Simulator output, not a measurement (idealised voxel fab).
process module | voxel transistor to metal
cross-section cut | 300 nm wide | cells 5 nm
A cross-section is a grid of square cells, given in bands from the top down. A band is one or more rows of cells.
Each band's line starts with the height of the band's top and of its bottom, in nm. Then come its materials from left to right, each with its width in nm. One material with "throughout" fills the band from edge to edge. "air" is empty space.
Height 0 is the level under which the wafer as received is all one material. The lowest band goes on downwards, as in "0 down".
A width such as "30 to 40" changes by the same amount from each row of cells to the next, from the band's top row to its bottom row.
"no change" after a step means that no cell of the cross-section changed.
closed voids: empty space of 8 cells or more with no open way to the top, each as width x height at its distance from the left edge, in nm
after a step's settings: what the simulator itself notes on the step
overlay nm, on a step with a mask: how far to the right of its planned place the mask lay; to the left if negative
plan
1 op RECEIVE | material Si
2 op CONFORMAL_DEP | material SiO2 | thk nm 5
3 op CONFORMAL_DEP | material SiN | thk nm 10
4 op PATTERN | tone cover | mask id ACTIVE | material resist | width nm 100 | pitch nm 125 | thk nm 20 | overlay nm 0
5 op DIRECTIONAL_ETCH | etch materials SiN | depth nm 10
6 op DIRECTIONAL_ETCH | etch materials SiO2 | depth nm 5
7 op DIRECTIONAL_ETCH | etch materials Si | depth nm 20
8 op STRIP | etch materials resist
9 op FILL_DEP | material SiO2 | thk nm 5
10 op CMP | height nm 15
11 op SELECTIVE_ETCH | etch materials SiO2 | depth nm 5
12 op STRIP | etch materials SiN
13 op SELECTIVE_ETCH | etch materials SiO2 | depth nm 5
14 op OXIDIZE | depth nm 5
15 op DIRECTIONAL_DEP | material polySi | thk nm 25
16 op DIRECTIONAL_DEP | material SiCN | thk nm 10
17 op PATTERN | tone cover | mask id GATE | material resist | width nm 20 | pitch nm 125 | thk nm 20 | overlay nm 0
18 op DIRECTIONAL_ETCH | etch materials SiCN | depth nm 20
19 op DIRECTIONAL_ETCH | etch materials polySi | depth nm 35
20 op STRIP | etch materials resist
21 op CONFORMAL_DEP | material SiN | thk nm 10
22 op DIRECTIONAL_ETCH | etch materials SiN | depth nm 10
23 op DIRECTIONAL_ETCH | etch materials SiO2 | depth nm 5
24 op EPI | material nSi | thk nm 5
25 op FILL_DEP | material SiO2 | thk nm 5
26 op CMP | height nm 35
27 op DIRECTIONAL_DEP | material SiO2 | thk nm 10
28 op PATTERN | tone open | mask id CONTACT | material resist | width nm 25 | thk nm 20 | overlay nm 0
29 op DIRECTIONAL_ETCH | etch materials SiO2 | depth nm 45
30 op STRIP | etch materials resist
31 op CONFORMAL_DEP | material TiN | thk nm 5
32 op FILL_DEP | material W | thk nm 5
33 op CMP | height nm 45
34 op DIRECTIONAL_DEP | material TiN | thk nm 5
35 op DIRECTIONAL_DEP | material Ru | thk nm 25
36 op MASKED_ETCH | tone cover | mask id METAL_1 | width nm 15 | etch materials Ru | depth nm 25 | overlay nm 0
37 op MASKED_ETCH | tone cover | mask id METAL_1 | width nm 15 | etch materials TiN | depth nm 5 | overlay nm 0
38 op FILL_DEP | material SiO2 | thk nm 5
39 op CMP | height nm 75
40 op CONFORMAL_DEP | material SiN | thk nm 5
as received, after step 1
  0 down: Si throughout
  closed voids: none
first wafer at the end, as planned
  80 to 75: SiN throughout
  75 to 50: SiO2 45 | Ru 15 | SiO2 50 | Ru 15 | SiO2 45 | Ru 15 | SiO2 50 | Ru 15 | SiO2 50
  50 to 45: SiO2 45 | TiN 15 | SiO2 50 | TiN 15 | SiO2 45 | TiN 15 | SiO2 50 | TiN 15 | SiO2 50
  45 to 35: SiO2 45 | TiN 5 | W 15 to 10 | TiN 5 to 10 | SiO2 30 | TiN 5 to 10 | W 15 to 10 | TiN 5 | SiO2 45 | TiN 5 | W 15 to 10 | TiN 5 to 10 | SiO2 30 | TiN 5 to 10 | W 15 to 10 | TiN 5 | SiO2 50
  35 to 25: SiO2 45 | TiN 5 | W 10 | TiN 5 | SiN 10 | SiCN 20 | SiN 10 | TiN 5 | W 10 | TiN 5 | SiO2 45 | TiN 5 | W 10 | TiN 5 | SiN 10 | SiCN 20 | SiN 10 | TiN 5 | W 10 | TiN 5 | SiO2 50
  25 to 5: SiO2 45 | TiN 5 | W 10 | TiN 5 | SiN 10 | polySi 20 | SiN 10 | TiN 5 | W 10 | TiN 5 | SiO2 45 | TiN 5 | W 10 | TiN 5 | SiN 10 | polySi 20 | SiN 10 | TiN 5 | W 10 | TiN 5 | SiO2 50
  5 to 0: SiO2 30 | SiN 10 | SiO2 5 | TiN 20 | SiN 10 | polySi 20 | SiN 10 | TiN 20 | SiO2 5 | SiN 10 | SiO2 15 | SiN 10 | SiO2 5 | TiN 20 | SiN 10 | polySi 20 | SiN 10 | TiN 20 | SiO2 5 | SiN 10 | SiO2 35
  0 to -5: SiO2 40 | nSi 25 | SiO2 40 | nSi 25 | SiO2 35 | nSi 25 | SiO2 40 | nSi 25 | SiO2 45
  -5 to -20: SiO2 35 | Si 100 | SiO2 25 | Si 100 | SiO2 40
  -20 down: Si throughout
  closed voids: none
second wafer at the end: like start, like plan, one mistake
  80 to 75: SiN throughout
  75 to 50: Ru 45 | SiO2 15 | Ru 50 | SiO2 15 | Ru 45 | SiO2 15 | Ru 50 | SiO2 15 | Ru 50
  50 to 45: TiN throughout
  45 to 35: SiO2 45 | TiN 5 | W 15 to 10 | TiN 5 to 10 | SiO2 30 | TiN 5 to 10 | W 15 to 10 | TiN 5 | SiO2 45 | TiN 5 | W 15 to 10 | TiN 5 to 10 | SiO2 30 | TiN 5 to 10 | W 15 to 10 | TiN 5 | SiO2 50
  35 to 25: SiO2 45 | TiN 5 | W 10 | TiN 5 | SiN 10 | SiCN 20 | SiN 10 | TiN 5 | W 10 | TiN 5 | SiO2 45 | TiN 5 | W 10 | TiN 5 | SiN 10 | SiCN 20 | SiN 10 | TiN 5 | W 10 | TiN 5 | SiO2 50
  25 to 5: SiO2 45 | TiN 5 | W 10 | TiN 5 | SiN 10 | polySi 20 | SiN 10 | TiN 5 | W 10 | TiN 5 | SiO2 45 | TiN 5 | W 10 | TiN 5 | SiN 10 | polySi 20 | SiN 10 | TiN 5 | W 10 | TiN 5 | SiO2 50
  5 to 0: SiO2 30 | SiN 10 | SiO2 5 | TiN 20 | SiN 10 | polySi 20 | SiN 10 | TiN 20 | SiO2 5 | SiN 10 | SiO2 15 | SiN 10 | SiO2 5 | TiN 20 | SiN 10 | polySi 20 | SiN 10 | TiN 20 | SiO2 5 | SiN 10 | SiO2 35
  0 to -5: SiO2 40 | nSi 25 | SiO2 40 | nSi 25 | SiO2 35 | nSi 25 | SiO2 40 | nSi 25 | SiO2 45
  -5 to -20: SiO2 35 | Si 100 | SiO2 25 | Si 100 | SiO2 40
  -20 down: Si throughout
  closed voids: none
what went wrong: step 36 ran as: op MASKED_ETCH | tone open | mask id METAL_1 | width nm 15 | etch materials Ru | depth nm 25 | overlay nm 0
at the end the second wafer has, in cells: 180 more of Ru | 228 fewer of SiO2 | 48 more of TiN
